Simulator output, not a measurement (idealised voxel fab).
voxel air gaps: a process module
Square cell edge 5 nm, section width 245 nm, ID cut.
How to read a cross-section here: the picture is a grid of square cells, written as bands going from the top down, and any band can span one or more rows of cells.
This entry defines a band. It first specifies the height of the band's top and the height of its bottom in nm, and then specifies the band's materials from left to right, stating each material with its width in nm. The word "everywhere" identifies a single material that fills the band from edge to edge, while the word "blank" identifies empty space.
Where do heights start? At 0: under that level the wafer as delivered is made of one material only. And the lowest band has no floor; it just carries on downward, as in "0..down".
When a width is written as two numbers, as in "30 to 40", the first number is the width in the top row of cells of the band and the second is the width in its bottom row, and the width changes by the same amount from each row to the next.
What does "no change occurred" mean for a step? It means no cell of the cross-section changed in that step.
Empty spaces without an open route to the top, at least 8 cells in extent, make up the entry "Trapped void list"; each is given as width x height at distance, where the distance is measured from the left edge, and all are in nm.
Formally, on a step line, whatever follows the settings is a remark that the simulator itself makes on the step.
The line of a step may include "overlay nm". On a step with a mask, this value is how far to the right of its planned place the mask lay. A negative value means the mask lay to the left.
-- Process steps (planned)
step 1: RECEIVE with material Si
step 2: CONFORMAL_DEP with material SiO2, thk nm 10
step 3: CONFORMAL_DEP with material SiN, thk nm 5
step 4: DIRECTIONAL_DEP with material lowk, thk nm 40
step 5: DIRECTIONAL_DEP with material aC, thk nm 10
step 6: PATTERN with tone open, mask id LINES, material resist, width nm 25, pitch nm 50, thk nm 30, overlay nm 0
step 7: DIRECTIONAL_ETCH with etch materials aC, depth nm 10
step 8: STRIP with etch materials resist
step 9: DIRECTIONAL_ETCH with etch materials lowk, depth nm 40
step 10: STRIP with etch materials aC
step 11: CONFORMAL_DEP with material TiN, thk nm 5
step 12: FILL_DEP with material Ru, thk nm 5
step 13: CMP with height nm 55
step 14: EPI with material Ru, thk nm 10
step 15: SELECTIVE_ETCH with etch materials lowk, depth nm 50
step 16: CONFORMAL_DEP with material SiN, thk nm 5
-- Cross-section of the incoming wafer, state after step 1
- 0..down = Si everywhere
- Trapped void list: none
-- Wafer cross-section at module end: first of two, run to plan
- 70..65 = blank: 45  SiN: 155  blank: 45
- 65..55 = blank: 45  SiN: 5  Ru: 45  SiN: 5  Ru: 45  SiN: 5  Ru: 45  SiN: 5  blank: 45
- 55..50 = blank: 45  SiN: 15  TiN: 5  Ru: 15  TiN: 5  SiN: 25  TiN: 5  Ru: 15  TiN: 5  SiN: 25  TiN: 5  Ru: 15  TiN: 5  SiN: 15  blank: 45
- 50..20 = blank: 55  SiN: 5  TiN: 5  Ru: 15  TiN: 5  SiN: 5  blank: 15  SiN: 5  TiN: 5  Ru: 15  TiN: 5  SiN: 5  blank: 15  SiN: 5  TiN: 5  Ru: 15  TiN: 5  SiN: 5  blank: 55
- 20..15 = SiN: 60  TiN: 25  SiN: 25  TiN: 25  SiN: 25  TiN: 25  SiN: 60
- 15..10 = SiN everywhere
- 10..0 = SiO2 everywhere
- 0..down = Si everywhere
- Trapped void list: 15 x 30 at 90; 15 x 30 at 140
-- Wafer two cross-section, module end. Start and plan unchanged from wafer one; one mistake made during the run
- 80..75 = blank: 35  SiN: 175  blank: 35
- 75..55 = blank: 35  SiN: 5  Ru: 165  SiN: 5  blank: 35
- 55..50 = blank: 35  SiN: 25  TiN: 5  Ru: 15  TiN: 5  lowk: 25  TiN: 5  Ru: 15  TiN: 5  lowk: 25  TiN: 5  Ru: 15  TiN: 5  SiN: 25  blank: 35
- 50..20 = blank: 55  SiN: 5  TiN: 5  Ru: 15  TiN: 5  lowk: 25  TiN: 5  Ru: 15  TiN: 5  lowk: 25  TiN: 5  Ru: 15  TiN: 5  SiN: 5  blank: 55
- 20..15 = SiN: 60  TiN: 25  lowk: 25  TiN: 25  lowk: 25  TiN: 25  SiN: 60
- 15..10 = SiN everywhere
- 10..0 = SiO2 everywhere
- 0..down = Si everywhere
- Trapped void list: none
Nonconformance to the process plan: step 14 of the plan was performed twice
Per the end-of-run cell counts, the second wafer holds more or fewer of some materials than the first: Ru: 78 more; SiN: 36 fewer; lowk: 80 more
So at the end we're looking at 2 closed voids on the first wafer and 0 on the second.
